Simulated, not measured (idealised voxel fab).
Title: Process Module voxel self aligned contacts
Cross-section cut: width 220 nm, square cells of 5 nm.
Format of a cross-section: grid, square cells. Given as bands. Order: top down. Band: one or more rows of cells.
Heights first: top, then bottom, in nm. Then materials, left to right, each with a width in nm. "all across" on a single material: fills the band edge to edge. "air": empty space.
Heights are expressed relative to 0, this being the level below which the as-received wafer comprises one material exclusively. The lowest band is unbounded in the downward direction and is denoted as in "0..down".
The notation "30..40" denotes a width that varies across the rows of cells in the band, beginning at the first number in the top row, finishing at the second number in the bottom row, and changing by an identical amount from each row to the next.
"identical to before" -> step changed no cross-section cell.
Basically, "Enclosed void entries" tells you about the enclosed voids: empty spaces with no open way to the top, 8 cells or bigger, each written width x height at distance, where distance is from the left edge, all in nm.
On a step's line, text after the settings is the simulator commenting on that step.
The line of a step may include "overlay nm". On a step with a mask, this value is how far to the right of its planned place the mask lay. A negative value means the mask lay to the left.
## List of planned process steps
1,RECEIVE [material Si]
2,CONFORMAL_DEP [material SiO2] [thk nm 5]
3,DIRECTIONAL_DEP [material polySi] [thk nm 30]
4,DIRECTIONAL_DEP [material SiN] [thk nm 15]
5,PATTERN [tone cover] [mask id GATE] [material resist] [width nm 25] [pitch nm 55] [thk nm 20] [overlay nm 0]
6,DIRECTIONAL_ETCH [etch materials SiN] [depth nm 15]
7,DIRECTIONAL_ETCH [etch materials polySi] [depth nm 30]
8,STRIP [etch materials resist]
9,CONFORMAL_DEP [material SiN] [thk nm 5]
10,DIRECTIONAL_ETCH [etch materials SiN] [depth nm 5]
11,FILL_DEP [material SiO2] [thk nm 10]
12,CMP [height nm 55]
13,PATTERN [tone open] [mask id CONTACT] [material resist] [width nm 40] [pitch nm 55] [thk nm 20] [overlay nm 0]
14,DIRECTIONAL_ETCH [etch materials SiO2] [depth nm 55]
15,STRIP [etch materials resist]
16,CONFORMAL_DEP [material TiN] [thk nm 5]
17,FILL_DEP [material W] [thk nm 5]
18,CMP [height nm 55]
19,CONFORMAL_DEP [material SiCN] [thk nm 5]
## Here's what the wafer looked like in cross-section when it arrived - that's after step 1
* 0..down = Si all across
* Enclosed void entries: none
## Below is the wafer in cross-section after the module was completed. It began from the starting point shown above and followed the plan shown above, except that one mistake was made while running it
* 60..55 = SiCN all across
* 55..50 = 60 nm SiO2 | 15 nm TiN | 10 nm W | 15 nm TiN | 15 nm SiO2 | 15 nm TiN | 10 nm W | 15 nm TiN | 65 nm SiO2
* 50..25 = 35 nm SiO2 | 5 nm SiN | 25 nm polySi | 5 nm SiN | 5 nm TiN | 10 nm W | 5 nm TiN | 5 nm SiN | 25 nm polySi | 5 nm SiN | 5 nm TiN | 10 nm W | 5 nm TiN | 5 nm SiN | 25 nm polySi | 5 nm SiN | 40 nm SiO2
* 25..20 = 35 nm SiO2 | 5 nm SiN | 25 nm polySi | 5 nm SiN | 20 nm TiN | 5 nm SiN | 25 nm polySi | 5 nm SiN | 20 nm TiN | 5 nm SiN | 25 nm polySi | 5 nm SiN | 40 nm SiO2
* 20..5 = SiN all across
* 5..0 = SiO2 all across
* 0..down = Si all across
* Enclosed void entries: none
Finding, execution versus plan: ran 3 and 4 in swapped order versus the plan
